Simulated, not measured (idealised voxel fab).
Name of the process module below: voxel wiring stack
Cross-sectional view cut (width: 275 nm; square cell size: 5 nm).
Reading order for cross-sections: top band down to bottom band. Underlying form: a grid of square cells. Band size: one or more rows of cells.
Top height, bottom height, nm. Materials left to right, width each, nm. Single material + "everywhere" = fills band edge to edge. "air" = empty.
Heights from 0 (as-received wafer is one material below). Bottom band endless downward, as "from 0 down".
A width such as "30..40" changes by the same amount from each row of cells to the next, from the band's top row to its bottom row.
Step note "no change occurred" = no cross-section cell changed.
Enclosed voids (no open way to top), threshold 8 cells or more, entry "Entrapped voids", notation width x height at distance, distance from left edge, nm.
Read whatever lies past the settings on a step's line as the simulator's own remark about the step.
overlay nm: step with mask; distance mask lay right of planned place; negative value = left of planned place.

Below is the list of planned process steps:
1,RECEIVE (material Si)
2,CONFORMAL_DEP (material SiO2; thk nm 10)
3,CONFORMAL_DEP (material SiN; thk nm 5)
4,DIRECTIONAL_DEP (material SiO2; thk nm 15)
5,DIRECTIONAL_DEP (material aC; thk nm 10)
6,PATTERN (tone open; mask id METAL_1; material resist; width nm 20; pitch nm 40; thk nm 25; overlay nm 0)
7,DIRECTIONAL_ETCH (etch materials aC; depth nm 10)
8,STRIP (etch materials resist)
9,DIRECTIONAL_ETCH (etch materials SiO2; depth nm 15)
10,DIRECTIONAL_ETCH (etch materials SiN; depth nm 5)
11,STRIP (etch materials aC)
12,CONFORMAL_DEP (material TiN; thk nm 5)
13,FILL_DEP (material Cu; thk nm 5)
14,CMP (height nm 30)
15,CONFORMAL_DEP (material SiCN; thk nm 5)
16,DIRECTIONAL_DEP (material SiO2; thk nm 20)
17,MASKED_ETCH (tone open; mask id PLUG_1; width nm 15; pitch nm 40; etch materials SiO2; depth nm 20; overlay nm 0)
18,MASKED_ETCH (tone open; mask id PLUG_1; width nm 15; pitch nm 40; etch materials SiCN; depth nm 5; overlay nm 0)
19,EPI (material Ru; thk nm 10)
20,EPI (material Ru; thk nm 10)
21,EPI (material Ru; thk nm 5)
22,CONFORMAL_DEP (material SiN; thk nm 5)
23,DIRECTIONAL_DEP (material SiO2; thk nm 20)
24,DIRECTIONAL_DEP (material aC; thk nm 10)
25,PATTERN (tone open; mask id METAL_2; material resist; width nm 20; pitch nm 40; thk nm 25; overlay nm 0)
26,DIRECTIONAL_ETCH (etch materials aC; depth nm 10)
27,STRIP (etch materials resist)
28,DIRECTIONAL_ETCH (etch materials SiO2; depth nm 20)
29,DIRECTIONAL_ETCH (etch materials SiN; depth nm 5)
30,STRIP (etch materials aC)
31,CONFORMAL_DEP (material TiN; thk nm 5)
32,FILL_DEP (material Ru; thk nm 10)
33,CMP (height nm 80)
34,CONFORMAL_DEP (material SiCN; thk nm 5)
35,DIRECTIONAL_DEP (material lowk; thk nm 20)
36,DIRECTIONAL_DEP (material aC; thk nm 15)
37,PATTERN (tone open; mask id PLUG_2; material resist; width nm 15; pitch nm 40; thk nm 30; overlay nm 0)
38,DIRECTIONAL_ETCH (etch materials aC; depth nm 15)
39,STRIP (etch materials resist)
40,DIRECTIONAL_ETCH (etch materials lowk; depth nm 20)
41,DIRECTIONAL_ETCH (etch materials SiCN; depth nm 5)
42,STRIP (etch materials aC)
43,CONFORMAL_DEP (material TiN; thk nm 5)
44,FILL_DEP (material W; thk nm 10)
45,CMP (height nm 105)
46,DIRECTIONAL_DEP (material TiN; thk nm 5)
47,DIRECTIONAL_DEP (material W; thk nm 15)
48,MASKED_ETCH (tone cover; mask id METAL_3; width nm 20; pitch nm 40; etch materials W; depth nm 15; overlay nm 0)
49,MASKED_ETCH (tone cover; mask id METAL_3; width nm 20; pitch nm 40; etch materials TiN; depth nm 5; overlay nm 0)
50,FILL_DEP (material lowk; thk nm 5)
51,CMP (height nm 125)
52,CONFORMAL_DEP (material SiCN; thk nm 5)

Concerning the first of two wafers, which was run in accordance with the plan:

Shown in cross-section is the wafer as received, that is, as it stands after step 1:
- from 0 down | Si everywhere
- Entrapped voids: none

Cross-section through the wafer, step 2 finished:
- from 10 to 0 | SiO2 everywhere
- below 0: unchanged

Cross-section through the wafer, step 3 finished:
- from 15 to 10 | SiN everywhere
- below 10: unchanged

Cross-section through the wafer, step 4 finished:
- from 30 to 15 | SiO2 everywhere
- below 15: unchanged

Cross-section through the wafer, step 5 finished:
- from 40 to 30 | aC everywhere
- below 30: unchanged

Cross-section through the wafer, step 6 finished:
- from 65 to 40 | resist: 65 | air: 20 | resist: 20 | air: 20 | resist: 20 | air: 20 | resist: 20 | air: 20 | resist: 70
- below 40: unchanged

Cross-section through the wafer, step 7 finished:
- from 55 to 40 | resist: 65 | air: 20 | resist: 20 | air: 20 | resist: 20 | air: 20 | resist: 20 | air: 20 | resist: 70
- from 40 to 30 | aC: 65 | air: 20 | aC: 20 | air: 20 | aC: 20 | air: 20 | aC: 20 | air: 20 | aC: 70
- below 30: unchanged

Cross-section through the wafer, step 8 finished:
- from 40 to 30 | aC: 65 | air: 20 | aC: 20 | air: 20 | aC: 20 | air: 20 | aC: 20 | air: 20 | aC: 70
- below 30: unchanged

Cross-section through the wafer, step 9 finished:
- from 40 to 30 | aC: 65 | air: 20 | aC: 20 | air: 20 | aC: 20 | air: 20 | aC: 20 | air: 20 | aC: 70
- from 30 to 15 | SiO2: 65 | air: 20 | SiO2: 20 | air: 20 | SiO2: 20 | air: 20 | SiO2: 20 | air: 20 | SiO2: 70
- below 15: unchanged

Cross-section through the wafer, step 10 finished:
- from 40 to 30 | aC: 65 | air: 20 | aC: 20 | air: 20 | aC: 20 | air: 20 | aC: 20 | air: 20 | aC: 70
- from 30 to 15 | SiO2: 65 | air: 20 | SiO2: 20 | air: 20 | SiO2: 20 | air: 20 | SiO2: 20 | air: 20 | SiO2: 70
- from 15 to 10 | SiN: 65 | air: 20 | SiN: 20 | air: 20 | SiN: 20 | air: 20 | SiN: 20 | air: 20 | SiN: 70
- below 10: unchanged

Cross-section through the wafer, step 11 finished:
- from 30 to 15 | SiO2: 65 | air: 20 | SiO2: 20 | air: 20 | SiO2: 20 | air: 20 | SiO2: 20 | air: 20 | SiO2: 70
- below 15: unchanged

Cross-section through the wafer, step 12 finished:
- from 35 to 30 | TiN: 70 | air: 10 | TiN: 30 | air: 10 | TiN: 30 | air: 10 | TiN: 30 | air: 10 | TiN: 75
- from 30 to 15 | SiO2: 65 | TiN: 5 | air: 10 | TiN: 5 | SiO2: 20 | TiN: 5 | air: 10 | TiN: 5 | SiO2: 20 | TiN: 5 | air: 10 | TiN: 5 | SiO2: 20 | TiN: 5 | air: 10 | TiN: 5 | SiO2: 70
- from 15 to 10 | SiN: 65 | TiN: 20 | SiN: 20 | TiN: 20 | SiN: 20 | TiN: 20 | SiN: 20 | TiN: 20 | SiN: 70
- below 10: unchanged

Cross-section through the wafer, step 13 finished:
- from 40 to 35 | Cu everywhere
- from 35 to 30 | TiN: 70 | Cu: 10 | TiN: 30 | Cu: 10 | TiN: 30 | Cu: 10 | TiN: 30 | Cu: 10 | TiN: 75
- from 30 to 15 | SiO2: 65 | TiN: 5 | Cu: 10 | TiN: 5 | SiO2: 20 | TiN: 5 | Cu: 10 | TiN: 5 | SiO2: 20 | TiN: 5 | Cu: 10 | TiN: 5 | SiO2: 20 | TiN: 5 | Cu: 10 | TiN: 5 | SiO2: 70
- below 15: unchanged

Cross-section through the wafer, step 14 finished:
- from 30 to 15 | SiO2: 65 | TiN: 5 | Cu: 10 | TiN: 5 | SiO2: 20 | TiN: 5 | Cu: 10 | TiN: 5 | SiO2: 20 | TiN: 5 | Cu: 10 | TiN: 5 | SiO2: 20 | TiN: 5 | Cu: 10 | TiN: 5 | SiO2: 70
- below 15: unchanged

Cross-section through the wafer, step 15 finished:
- from 35 to 30 | SiCN everywhere
- below 30: unchanged

Cross-section through the wafer, step 16 finished:
- from 55 to 35 | SiO2 everywhere
- below 35: unchanged

Cross-section through the wafer, step 17 finished:
- from 55 to 35 | SiO2: 65 | air: 15 | SiO2: 25 | air: 15 | SiO2: 25 | air: 15 | SiO2: 25 | air: 15 | SiO2: 75
- below 35: unchanged

Cross-section through the wafer, step 18 finished:
- from 55 to 35 | SiO2: 65 | air: 15 | SiO2: 25 | air: 15 | SiO2: 25 | air: 15 | SiO2: 25 | air: 15 | SiO2: 75
- from 35 to 30 | SiCN: 65 | air: 15 | SiCN: 25 | air: 15 | SiCN: 25 | air: 15 | SiCN: 25 | air: 15 | SiCN: 75
- below 30: unchanged

Cross-section through the wafer, step 19 finished:
- from 55 to 40 | SiO2: 65 | air: 15 | SiO2: 25 | air: 15 | SiO2: 25 | air: 15 | SiO2: 25 | air: 15 | SiO2: 75
- from 40 to 35 | SiO2: 65 | Ru: 15 | SiO2: 25 | Ru: 15 | SiO2: 25 | Ru: 15 | SiO2: 25 | Ru: 15 | SiO2: 75
- from 35 to 30 | SiCN: 65 | Ru: 15 | SiCN: 25 | Ru: 15 | SiCN: 25 | Ru: 15 | SiCN: 25 | Ru: 15 | SiCN: 75
- below 30: unchanged

Cross-section through the wafer, step 20 finished:
- from 55 to 50 | SiO2: 65 | air: 15 | SiO2: 25 | air: 15 | SiO2: 25 | air: 15 | SiO2: 25 | air: 15 | SiO2: 75
- from 50 to 35 | SiO2: 65 | Ru: 15 | SiO2: 25 | Ru: 15 | SiO2: 25 | Ru: 15 | SiO2: 25 | Ru: 15 | SiO2: 75
- below 35: unchanged

Cross-section through the wafer, step 21 finished:
- from 55 to 35 | SiO2: 65 | Ru: 15 | SiO2: 25 | Ru: 15 | SiO2: 25 | Ru: 15 | SiO2: 25 | Ru: 15 | SiO2: 75
- below 35: unchanged

Cross-section through the wafer, step 22 finished:
- from 60 to 55 | SiN everywhere
- below 55: unchanged

Cross-section through the wafer, step 23 finished:
- from 80 to 60 | SiO2 everywhere
- below 60: unchanged

Cross-section through the wafer, step 24 finished:
- from 90 to 80 | aC everywhere
- below 80: unchanged

Cross-section through the wafer, step 25 finished:
- from 115 to 90 | resist: 65 | air: 20 | resist: 20 | air: 20 | resist: 20 | air: 20 | resist: 20 | air: 20 | resist: 70
- below 90: unchanged

Cross-section through the wafer, step 26 finished:
- from 105 to 90 | resist: 65 | air: 20 | resist: 20 | air: 20 | resist: 20 | air: 20 | resist: 20 | air: 20 | resist: 70
- from 90 to 80 | aC: 65 | air: 20 | aC: 20 | air: 20 | aC: 20 | air: 20 | aC: 20 | air: 20 | aC: 70
- below 80: unchanged

Cross-section through the wafer, step 27 finished:
- from 90 to 80 | aC: 65 | air: 20 | aC: 20 | air: 20 | aC: 20 | air: 20 | aC: 20 | air: 20 | aC: 70
- below 80: unchanged

Cross-section through the wafer, step 28 finished:
- from 90 to 80 | aC: 65 | air: 20 | aC: 20 | air: 20 | aC: 20 | air: 20 | aC: 20 | air: 20 | aC: 70
- from 80 to 60 | SiO2: 65 | air: 20 | SiO2: 20 | air: 20 | SiO2: 20 | air: 20 | SiO2: 20 | air: 20 | SiO2: 70
- below 60: unchanged

Cross-section through the wafer, step 29 finished:
- from 90 to 80 | aC: 65 | air: 20 | aC: 20 | air: 20 | aC: 20 | air: 20 | aC: 20 | air: 20 | aC: 70
- from 80 to 60 | SiO2: 65 | air: 20 | SiO2: 20 | air: 20 | SiO2: 20 | air: 20 | SiO2: 20 | air: 20 | SiO2: 70
- from 60 to 55 | SiN: 65 | air: 20 | SiN: 20 | air: 20 | SiN: 20 | air: 20 | SiN: 20 | air: 20 | SiN: 70
- below 55: unchanged

Cross-section through the wafer, step 30 finished:
- from 80 to 60 | SiO2: 65 | air: 20 | SiO2: 20 | air: 20 | SiO2: 20 | air: 20 | SiO2: 20 | air: 20 | SiO2: 70
- below 60: unchanged

Cross-section through the wafer, step 31 finished:
- from 85 to 80 | TiN: 70 | air: 10 | TiN: 30 | air: 10 | TiN: 30 | air: 10 | TiN: 30 | air: 10 | TiN: 75
- from 80 to 60 | SiO2: 65 | TiN: 5 | air: 10 | TiN: 5 | SiO2: 20 | TiN: 5 | air: 10 | TiN: 5 | SiO2: 20 | TiN: 5 | air: 10 | TiN: 5 | SiO2: 20 | TiN: 5 | air: 10 | TiN: 5 | SiO2: 70
- from 60 to 55 | SiN: 65 | TiN: 20 | SiN: 20 | TiN: 20 | SiN: 20 | TiN: 20 | SiN: 20 | TiN: 20 | SiN: 70
- below 55: unchanged

Cross-section through the wafer, step 32 finished:
- from 95 to 85 | Ru everywhere
- from 85 to 80 | TiN: 70 | Ru: 10 | TiN: 30 | Ru: 10 | TiN: 30 | Ru: 10 | TiN: 30 | Ru: 10 | TiN: 75
- from 80 to 60 | SiO2: 65 | TiN: 5 | Ru: 10 | TiN: 5 | SiO2: 20 | TiN: 5 | Ru: 10 | TiN: 5 | SiO2: 20 | TiN: 5 | Ru: 10 | TiN: 5 | SiO2: 20 | TiN: 5 | Ru: 10 | TiN: 5 | SiO2: 70
- below 60: unchanged

Cross-section through the wafer, step 33 finished:
- from 80 to 60 | SiO2: 65 | TiN: 5 | Ru: 10 | TiN: 5 | SiO2: 20 | TiN: 5 | Ru: 10 | TiN: 5 | SiO2: 20 | TiN: 5 | Ru: 10 | TiN: 5 | SiO2: 20 | TiN: 5 | Ru: 10 | TiN: 5 | SiO2: 70
- below 60: unchanged

Cross-section through the wafer, step 34 finished:
- from 85 to 80 | SiCN everywhere
- below 80: unchanged

Cross-section through the wafer, step 35 finished:
- from 105 to 85 | lowk everywhere
- below 85: unchanged

Cross-section through the wafer, step 36 finished:
- from 120 to 105 | aC everywhere
- below 105: unchanged

Cross-section through the wafer, step 37 finished:
- from 150 to 120 | resist: 65 | air: 15 | resist: 25 | air: 15 | resist: 25 | air: 15 | resist: 25 | air: 15 | resist: 75
- below 120: unchanged

Cross-section through the wafer, step 38 finished:
- from 135 to 120 | resist: 65 | air: 15 | resist: 25 | air: 15 | resist: 25 | air: 15 | resist: 25 | air: 15 | resist: 75
- from 120 to 105 | aC: 65 | air: 15 | aC: 25 | air: 15 | aC: 25 | air: 15 | aC: 25 | air: 15 | aC: 75
- below 105: unchanged

Cross-section through the wafer, step 39 finished:
- from 120 to 105 | aC: 65 | air: 15 | aC: 25 | air: 15 | aC: 25 | air: 15 | aC: 25 | air: 15 | aC: 75
- below 105: unchanged

Cross-section through the wafer, step 40 finished:
- from 120 to 105 | aC: 65 | air: 15 | aC: 25 | air: 15 | aC: 25 | air: 15 | aC: 25 | air: 15 | aC: 75
- from 105 to 85 | lowk: 65 | air: 15 | lowk: 25 | air: 15 | lowk: 25 | air: 15 | lowk: 25 | air: 15 | lowk: 75
- below 85: unchanged

Cross-section through the wafer, step 41 finished:
- from 120 to 105 | aC: 65 | air: 15 | aC: 25 | air: 15 | aC: 25 | air: 15 | aC: 25 | air: 15 | aC: 75
- from 105 to 85 | lowk: 65 | air: 15 | lowk: 25 | air: 15 | lowk: 25 | air: 15 | lowk: 25 | air: 15 | lowk: 75
- from 85 to 80 | SiCN: 65 | air: 15 | SiCN: 25 | air: 15 | SiCN: 25 | air: 15 | SiCN: 25 | air: 15 | SiCN: 75
- below 80: unchanged

Cross-section through the wafer, step 42 finished:
- from 105 to 85 | lowk: 65 | air: 15 | lowk: 25 | air: 15 | lowk: 25 | air: 15 | lowk: 25 | air: 15 | lowk: 75
- below 85: unchanged

Cross-section through the wafer, step 43 finished:
- from 110 to 105 | TiN: 70 | air: 5 | TiN: 35 | air: 5 | TiN: 35 | air: 5 | TiN: 35 | air: 5 | TiN: 80
- from 105 to 85 | lowk: 65 | TiN: 5 | air: 5 | TiN: 5 | lowk: 25 | TiN: 5 | air: 5 | TiN: 5 | lowk: 25 | TiN: 5 | air: 5 | TiN: 5 | lowk: 25 | TiN: 5 | air: 5 | TiN: 5 | lowk: 75
- from 85 to 80 | SiCN: 65 | TiN: 15 | SiCN: 25 | TiN: 15 | SiCN: 25 | TiN: 15 | SiCN: 25 | TiN: 15 | SiCN: 75
- below 80: unchanged

Cross-section through the wafer, step 44 finished:
- from 120 to 110 | W everywhere
- from 110 to 105 | TiN: 70 | W: 5 | TiN: 35 | W: 5 | TiN: 35 | W: 5 | TiN: 35 | W: 5 | TiN: 80
- from 105 to 85 | lowk: 65 | TiN: 5 | W: 5 | TiN: 5 | lowk: 25 | TiN: 5 | W: 5 | TiN: 5 | lowk: 25 | TiN: 5 | W: 5 | TiN: 5 | lowk: 25 | TiN: 5 | W: 5 | TiN: 5 | lowk: 75
- below 85: unchanged

Cross-section through the wafer, step 45 finished:
- from 105 to 85 | lowk: 65 | TiN: 5 | W: 5 | TiN: 5 | lowk: 25 | TiN: 5 | W: 5 | TiN: 5 | lowk: 25 | TiN: 5 | W: 5 | TiN: 5 | lowk: 25 | TiN: 5 | W: 5 | TiN: 5 | lowk: 75
- below 85: unchanged

Cross-section through the wafer, step 46 finished:
- from 110 to 105 | TiN everywhere
- below 105: unchanged

Cross-section through the wafer, step 47 finished:
- from 125 to 110 | W everywhere
- below 110: unchanged

Cross-section through the wafer, step 48 finished:
- from 125 to 110 | air: 65 | W: 20 | air: 20 | W: 20 | air: 20 | W: 20 | air: 20 | W: 20 | air: 70
- below 110: unchanged

Cross-section through the wafer, step 49 finished:
- from 125 to 110 | air: 65 | W: 20 | air: 20 | W: 20 | air: 20 | W: 20 | air: 20 | W: 20 | air: 70
- from 110 to 105 | air: 65 | TiN: 20 | air: 20 | TiN: 20 | air: 20 | TiN: 20 | air: 20 | TiN: 20 | air: 70
- below 105: unchanged

Cross-section through the wafer, step 50 finished:
- from 130 to 125 | lowk everywhere
- from 125 to 110 | lowk: 65 | W: 20 | lowk: 20 | W: 20 | lowk: 20 | W: 20 | lowk: 20 | W: 20 | lowk: 70
- from 110 to 105 | lowk: 65 | TiN: 20 | lowk: 20 | TiN: 20 | lowk: 20 | TiN: 20 | lowk: 20 | TiN: 20 | lowk: 70
- below 105: unchanged

Cross-section through the wafer, step 51 finished:
- from 125 to 110 | lowk: 65 | W: 20 | lowk: 20 | W: 20 | lowk: 20 | W: 20 | lowk: 20 | W: 20 | lowk: 70
- below 110: unchanged

Cross-section through the wafer, step 52 finished:
- from 130 to 125 | SiCN everywhere
- below 125: unchanged

For the second wafer, take the first wafer's start and plan, then add one mistake made in running it; everything through step 21, that step included, is shared with the first:

Second wafer, section view, time point: scheduled end of step 22:
- from 70 to 55 | SiN everywhere
- below 55: unchanged

Second wafer, section view, time point: scheduled end of step 23:
- from 90 to 70 | SiO2 everywhere
- below 70: unchanged

Second wafer, section view, time point: scheduled end of step 24:
- from 100 to 90 | aC everywhere
- below 90: unchanged

Second wafer, section view, time point: scheduled end of step 25:
- from 125 to 100 | resist: 65 | air: 20 | resist: 20 | air: 20 | resist: 20 | air: 20 | resist: 20 | air: 20 | resist: 70
- below 100: unchanged

Second wafer, section view, time point: scheduled end of step 26:
- from 115 to 100 | resist: 65 | air: 20 | resist: 20 | air: 20 | resist: 20 | air: 20 | resist: 20 | air: 20 | resist: 70
- from 100 to 90 | aC: 65 | air: 20 | aC: 20 | air: 20 | aC: 20 | air: 20 | aC: 20 | air: 20 | aC: 70
- below 90: unchanged

Second wafer, section view, time point: scheduled end of step 27:
- from 100 to 90 | aC: 65 | air: 20 | aC: 20 | air: 20 | aC: 20 | air: 20 | aC: 20 | air: 20 | aC: 70
- below 90: unchanged

Second wafer, section view, time point: scheduled end of step 28:
- from 100 to 90 | aC: 65 | air: 20 | aC: 20 | air: 20 | aC: 20 | air: 20 | aC: 20 | air: 20 | aC: 70
- from 90 to 70 | SiO2: 65 | air: 20 | SiO2: 20 | air: 20 | SiO2: 20 | air: 20 | SiO2: 20 | air: 20 | SiO2: 70
- below 70: unchanged

Second wafer, section view, time point: scheduled end of step 29:
- from 100 to 90 | aC: 65 | air: 20 | aC: 20 | air: 20 | aC: 20 | air: 20 | aC: 20 | air: 20 | aC: 70
- from 90 to 70 | SiO2: 65 | air: 20 | SiO2: 20 | air: 20 | SiO2: 20 | air: 20 | SiO2: 20 | air: 20 | SiO2: 70
- from 70 to 65 | SiN: 65 | air: 20 | SiN: 20 | air: 20 | SiN: 20 | air: 20 | SiN: 20 | air: 20 | SiN: 70
- below 65: unchanged

Second wafer, section view, time point: scheduled end of step 30:
- from 90 to 70 | SiO2: 65 | air: 20 | SiO2: 20 | air: 20 | SiO2: 20 | air: 20 | SiO2: 20 | air: 20 | SiO2: 70
- below 70: unchanged

Second wafer, section view, time point: scheduled end of step 31:
- from 95 to 90 | TiN: 70 | air: 10 | TiN: 30 | air: 10 | TiN: 30 | air: 10 | TiN: 30 | air: 10 | TiN: 75
- from 90 to 70 | SiO2: 65 | TiN: 5 | air: 10 | TiN: 5 | SiO2: 20 | TiN: 5 | air: 10 | TiN: 5 | SiO2: 20 | TiN: 5 | air: 10 | TiN: 5 | SiO2: 20 | TiN: 5 | air: 10 | TiN: 5 | SiO2: 70
- from 70 to 65 | SiN: 65 | TiN: 20 | SiN: 20 | TiN: 20 | SiN: 20 | TiN: 20 | SiN: 20 | TiN: 20 | SiN: 70
- below 65: unchanged

Second wafer, section view, time point: scheduled end of step 32:
- from 105 to 95 | Ru everywhere
- from 95 to 90 | TiN: 70 | Ru: 10 | TiN: 30 | Ru: 10 | TiN: 30 | Ru: 10 | TiN: 30 | Ru: 10 | TiN: 75
- from 90 to 70 | SiO2: 65 | TiN: 5 | Ru: 10 | TiN: 5 | SiO2: 20 | TiN: 5 | Ru: 10 | TiN: 5 | SiO2: 20 | TiN: 5 | Ru: 10 | TiN: 5 | SiO2: 20 | TiN: 5 | Ru: 10 | TiN: 5 | SiO2: 70
- below 70: unchanged

Second wafer, section view, time point: scheduled end of step 33:
- from 80 to 70 | SiO2: 65 | TiN: 5 | Ru: 10 | TiN: 5 | SiO2: 20 | TiN: 5 | Ru: 10 | TiN: 5 | SiO2: 20 | TiN: 5 | Ru: 10 | TiN: 5 | SiO2: 20 | TiN: 5 | Ru: 10 | TiN: 5 | SiO2: 70
- below 70: unchanged

Second wafer, section view, time point: scheduled end of step 34:
- from 85 to 80 | SiCN everywhere
- below 80: unchanged

Second wafer, section view, time point: scheduled end of step 35:
- from 105 to 85 | lowk everywhere
- below 85: unchanged

Second wafer, section view, time point: scheduled end of step 36:
- from 120 to 105 | aC everywhere
- below 105: unchanged

Second wafer, section view, time point: scheduled end of step 37:
- from 150 to 120 | resist: 65 | air: 15 | resist: 25 | air: 15 | resist: 25 | air: 15 | resist: 25 | air: 15 | resist: 75
- below 120: unchanged

Second wafer, section view, time point: scheduled end of step 38:
- from 135 to 120 | resist: 65 | air: 15 | resist: 25 | air: 15 | resist: 25 | air: 15 | resist: 25 | air: 15 | resist: 75
- from 120 to 105 | aC: 65 | air: 15 | aC: 25 | air: 15 | aC: 25 | air: 15 | aC: 25 | air: 15 | aC: 75
- below 105: unchanged

Second wafer, section view, time point: scheduled end of step 39:
- from 120 to 105 | aC: 65 | air: 15 | aC: 25 | air: 15 | aC: 25 | air: 15 | aC: 25 | air: 15 | aC: 75
- below 105: unchanged

Second wafer, section view, time point: scheduled end of step 40:
- from 120 to 105 | aC: 65 | air: 15 | aC: 25 | air: 15 | aC: 25 | air: 15 | aC: 25 | air: 15 | aC: 75
- from 105 to 85 | lowk: 65 | air: 15 | lowk: 25 | air: 15 | lowk: 25 | air: 15 | lowk: 25 | air: 15 | lowk: 75
- below 85: unchanged

Second wafer, section view, time point: scheduled end of step 41:
- from 120 to 105 | aC: 65 | air: 15 | aC: 25 | air: 15 | aC: 25 | air: 15 | aC: 25 | air: 15 | aC: 75
- from 105 to 85 | lowk: 65 | air: 15 | lowk: 25 | air: 15 | lowk: 25 | air: 15 | lowk: 25 | air: 15 | lowk: 75
- from 85 to 80 | SiCN: 65 | air: 15 | SiCN: 25 | air: 15 | SiCN: 25 | air: 15 | SiCN: 25 | air: 15 | SiCN: 75
- below 80: unchanged

Second wafer, section view, time point: scheduled end of step 42:
- from 105 to 85 | lowk: 65 | air: 15 | lowk: 25 | air: 15 | lowk: 25 | air: 15 | lowk: 25 | air: 15 | lowk: 75
- below 85: unchanged

Second wafer, section view, time point: scheduled end of step 43:
- from 110 to 105 | TiN: 70 | air: 5 | TiN: 35 | air: 5 | TiN: 35 | air: 5 | TiN: 35 | air: 5 | TiN: 80
- from 105 to 85 | lowk: 65 | TiN: 5 | air: 5 | TiN: 5 | lowk: 25 | TiN: 5 | air: 5 | TiN: 5 | lowk: 25 | TiN: 5 | air: 5 | TiN: 5 | lowk: 25 | TiN: 5 | air: 5 | TiN: 5 | lowk: 75
- from 85 to 80 | SiCN: 65 | TiN: 15 | SiCN: 25 | TiN: 15 | SiCN: 25 | TiN: 15 | SiCN: 25 | TiN: 15 | SiCN: 75
- below 80: unchanged

Second wafer, section view, time point: scheduled end of step 44:
- from 120 to 110 | W everywhere
- from 110 to 105 | TiN: 70 | W: 5 | TiN: 35 | W: 5 | TiN: 35 | W: 5 | TiN: 35 | W: 5 | TiN: 80
- from 105 to 85 | lowk: 65 | TiN: 5 | W: 5 | TiN: 5 | lowk: 25 | TiN: 5 | W: 5 | TiN: 5 | lowk: 25 | TiN: 5 | W: 5 | TiN: 5 | lowk: 25 | TiN: 5 | W: 5 | TiN: 5 | lowk: 75
- below 85: unchanged

Second wafer, section view, time point: scheduled end of step 45:
- from 105 to 85 | lowk: 65 | TiN: 5 | W: 5 | TiN: 5 | lowk: 25 | TiN: 5 | W: 5 | TiN: 5 | lowk: 25 | TiN: 5 | W: 5 | TiN: 5 | lowk: 25 | TiN: 5 | W: 5 | TiN: 5 | lowk: 75
- below 85: unchanged

Second wafer, section view, time point: scheduled end of step 46:
- from 110 to 105 | TiN everywhere
- below 105: unchanged

Second wafer, section view, time point: scheduled end of step 47:
- from 125 to 110 | W everywhere
- below 110: unchanged

Second wafer, section view, time point: scheduled end of step 48:
- from 125 to 110 | air: 65 | W: 20 | air: 20 | W: 20 | air: 20 | W: 20 | air: 20 | W: 20 | air: 70
- below 110: unchanged

Second wafer, section view, time point: scheduled end of step 49:
- from 125 to 110 | air: 65 | W: 20 | air: 20 | W: 20 | air: 20 | W: 20 | air: 20 | W: 20 | air: 70
- from 110 to 105 | air: 65 | TiN: 20 | air: 20 | TiN: 20 | air: 20 | TiN: 20 | air: 20 | TiN: 20 | air: 70
- below 105: unchanged

Second wafer, section view, time point: scheduled end of step 50:
- from 130 to 125 | lowk everywhere
- from 125 to 110 | lowk: 65 | W: 20 | lowk: 20 | W: 20 | lowk: 20 | W: 20 | lowk: 20 | W: 20 | lowk: 70
- from 110 to 105 | lowk: 65 | TiN: 20 | lowk: 20 | TiN: 20 | lowk: 20 | TiN: 20 | lowk: 20 | TiN: 20 | lowk: 70
- below 105: unchanged

Second wafer, section view, time point: scheduled end of step 51:
- from 125 to 110 | lowk: 65 | W: 20 | lowk: 20 | W: 20 | lowk: 20 | W: 20 | lowk: 20 | W: 20 | lowk: 70
- below 110: unchanged

Second wafer, section view, time point: scheduled end of step 52:
- from 130 to 125 | SiCN everywhere
- below 125: unchanged
So what did we get wrong on this run? step 22 changed vs plan, executed as CONFORMAL_DEP (material SiN; thk nm 15)
Per the end-of-run cell counts, the second wafer holds more or fewer of some materials than the first: Ru: 16 fewer; SiN: 110 more; SiO2: 78 fewer; TiN: 16 fewer
